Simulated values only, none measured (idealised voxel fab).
process module | voxel fin reveal
cross-section cut | 220 nm wide | cells 5 nm
A cross-section is a grid of square cells, given in bands from the top down. A band is one or more rows of cells.
Each band's line starts with the height of the band's top and of its bottom, in nm. Then come its materials from left to right, each with its width in nm. One material with "throughout" fills the band from edge to edge. "air" is empty space.
Height 0 is the level under which the wafer as received is all one material. The lowest band goes on downwards, as in "0 down".
A width such as "30 to 40" changes by the same amount from each row of cells to the next, from the band's top row to its bottom row.
"no change" after a step means that no cell of the cross-section changed.
closed voids: empty space of 8 cells or more with no open way to the top, each as width x height at its distance from the left edge, in nm
after a step's settings: what the simulator itself notes on the step
overlay nm, on a step with a mask: how far to the right of its planned place the mask lay; to the left if negative
plan
1 op RECEIVE | material Si
2 op CONFORMAL_DEP | material SiN | thk nm 10
3 op MASKED_ETCH | tone cover | mask id FINS | width nm 15 | pitch nm 40 | etch materials SiN | depth nm 10 | overlay nm 0
4 op MASKED_ETCH | tone cover | mask id FINS | width nm 15 | pitch nm 40 | etch materials Si | depth nm 40 | overlay nm 0
5 op OXIDIZE | depth nm 5
6 op FILL_DEP | material SiO2 | thk nm 5
7 op CMP | height nm 10
8 op SELECTIVE_ETCH | etch materials SiO2 | depth nm 40
9 op STRIP | etch materials SiN
first wafer, as planned
as received, after step 1
  0 down: Si throughout
  closed voids: none
after step 2
  10 to 0: SiN throughout
  below 0: unchanged
after step 3
  10 to 0: air 40 | SiN 15 | air 25 | SiN 15 | air 25 | SiN 15 | air 25 | SiN 15 | air 45
  below 0: unchanged
after step 4
  10 to 0: air 40 | SiN 15 | air 25 | SiN 15 | air 25 | SiN 15 | air 25 | SiN 15 | air 45
  0 to -40: air 40 | Si 15 | air 25 | Si 15 | air 25 | Si 15 | air 25 | Si 15 | air 45
  below -40: unchanged
after step 5
  10 to 0: air 40 | SiN 15 | air 25 | SiN 15 | air 25 | SiN 15 | air 25 | SiN 15 | air 45
  0 to -40: air 40 | SiO2 5 | Si 5 | SiO2 5 | air 25 | SiO2 5 | Si 5 | SiO2 5 | air 25 | SiO2 5 | Si 5 | SiO2 5 | air 25 | SiO2 5 | Si 5 | SiO2 5 | air 45
  -40 to -45: SiO2 45 | Si 5 | SiO2 35 | Si 5 | SiO2 35 | Si 5 | SiO2 35 | Si 5 | SiO2 50
  below -45: unchanged
after step 6
  15 to 10: SiO2 throughout
  10 to 0: SiO2 40 | SiN 15 | SiO2 25 | SiN 15 | SiO2 25 | SiN 15 | SiO2 25 | SiN 15 | SiO2 45
  0 to -45: SiO2 45 | Si 5 | SiO2 35 | Si 5 | SiO2 35 | Si 5 | SiO2 35 | Si 5 | SiO2 50
  below -45: unchanged
after step 7
  10 to 0: SiO2 40 | SiN 15 | SiO2 25 | SiN 15 | SiO2 25 | SiN 15 | SiO2 25 | SiN 15 | SiO2 45
  below 0: unchanged
after step 8
  10 to 0: air 40 | SiN 15 | air 25 | SiN 15 | air 25 | SiN 15 | air 25 | SiN 15 | air 45
  0 to -30: air 45 | Si 5 | air 35 | Si 5 | air 35 | Si 5 | air 35 | Si 5 | air 50
  below -30: unchanged
after step 9
  0 to -30: air 45 | Si 5 | air 35 | Si 5 | air 35 | Si 5 | air 35 | Si 5 | air 50
  below -30: unchanged
second wafer: like start, like plan, one mistake. Through step 7 it matches the first wafer
when step 8 should have ended
  10 to 0: SiO2 40 | air 15 | SiO2 25 | air 15 | SiO2 25 | air 15 | SiO2 25 | air 15 | SiO2 45
  below 0: unchanged
when step 9 should have ended
  0 to -30: air 45 | Si 5 | air 35 | Si 5 | air 35 | Si 5 | air 35 | Si 5 | air 50
  -30 to -40: air 45 | Si 5 | air 35 | Si 5 | air 35 | Si 5 | air 35 | Si 5 | air 45 | SiO2 5
  below -40: unchanged
what went wrong: steps 8 and 9 were swapped
at the end the second wafer has, in cells: 78 fewer of SiO2
